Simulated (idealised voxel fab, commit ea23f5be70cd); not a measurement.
Process module heading - voxel trench capacitor
Square cells of 5 nm make up the cross-section cut, whose width is 255 nm.
Each cross-section below is a grid of square cells, stated as bands in top-down order, with one or more rows of cells making up each band. Heads up on the band format: heights come first, top then bottom, in nm. After that it's the materials left to right, each with its width in nm. A single material flagged "throughout" fills the whole band edge to edge, and "air" means there's empty space there. Convention: height 0 is the level below which the wafer, as received, is all one material. The lowest band does not terminate at the bottom but continues downward, represented as "from 0 down". A width such as "30 to 40" changes by the same amount from each row of cells to the next, from the band's top row to its bottom row. Step note "no change" = no cross-section cell changed. Any empty space of 8 cells or more lacking an open way to the top shows up in "Closed internal cavities" as width x height at distance, distance from the left edge, in nm. Note: text after step settings on the step line = simulator remark on that step. What "overlay nm" on a step's line means: if the step has a mask, that mask lay this far to the right of its planned place, or, when the value is negative, to the left.
Planned step list for the process
| 1 | RECEIVE [material Si] |
| 2 | CONFORMAL_DEP [material SiN] [thk nm 5] |
| 3 | PATTERN [tone open] [mask id TRENCH] [material resist] [width nm 20] [pitch nm 40] [thk nm 15] [overlay nm 0] |
| 4 | DIRECTIONAL_ETCH [etch materials SiN] [depth nm 5] |
| 5 | DIRECTIONAL_ETCH [etch materials Si] [depth nm 35] |
| 6 | STRIP [etch materials resist] |
| 7 | CONFORMAL_DEP [material Al2O3] [thk nm 5] |
| 8 | FILL_DEP [material polySi] [thk nm 5] |
| 9 | CMP [height nm 5] |
As received (post step 1): cross-section
    from 0 down | Si throughout
    Closed internal cavities: none
First of two wafers at the end of the module, shown in cross-section; run carried out as planned
    from 5 to 0 | SiN 55, then Al2O3 5, then polySi 10, then Al2O3 5, then SiN 20, then Al2O3 5, then polySi 10, then Al2O3 5, then SiN 20, then Al2O3 5, then polySi 10, then Al2O3 5, then SiN 20, then Al2O3 5, then polySi 10, then Al2O3 5, then SiN 60
    from 0 to -30 | Si 55, then Al2O3 5, then polySi 10, then Al2O3 5, then Si 20, then Al2O3 5, then polySi 10, then Al2O3 5, then Si 20, then Al2O3 5, then polySi 10, then Al2O3 5, then Si 20, then Al2O3 5, then polySi 10, then Al2O3 5, then Si 60
    from -30 to -35 | Si 55, then Al2O3 20, then Si 20, then Al2O3 20, then Si 20, then Al2O3 20, then Si 20, then Al2O3 20, then Si 60
    from -35 down | Si throughout
    Closed internal cavities: none
Now the second wafer, cross-sectioned at the end of the module. Nothing different at the start, nothing different in the plan compared with the first, just one mistake when it was actually run
    from 5 to 0 | SiN 55, then Al2O3 5, then polySi 15, then Al2O3 5, then SiN 15, then Al2O3 5, then polySi 15, then Al2O3 5, then SiN 15, then Al2O3 5, then polySi 15, then Al2O3 5, then SiN 15, then Al2O3 5, then polySi 15, then Al2O3 5, then SiN 55
    from 0 to -30 | Si 55, then Al2O3 5, then polySi 15, then Al2O3 5, then Si 15, then Al2O3 5, then polySi 15, then Al2O3 5, then Si 15, then Al2O3 5, then polySi 15, then Al2O3 5, then Si 15, then Al2O3 5, then polySi 15, then Al2O3 5, then Si 55
    from -30 to -35 | Si 55, then Al2O3 25, then Si 15, then Al2O3 25, then Si 15, then Al2O3 25, then Si 15, then Al2O3 25, then Si 55
    from -35 down | Si throughout
    Closed internal cavities: none
Deviation noted in wafer processing: step 3 was processed under conditions differing from the plan, specifically as PATTERN [tone open] [mask id TRENCH] [material resist] [width nm 25] [pitch nm 40] [thk nm 15] [overlay nm 0]
at the end the second wafer has, in cells: 4 more of Al2O3 | 28 fewer of Si | 4 fewer of SiN | 28 more of polySi
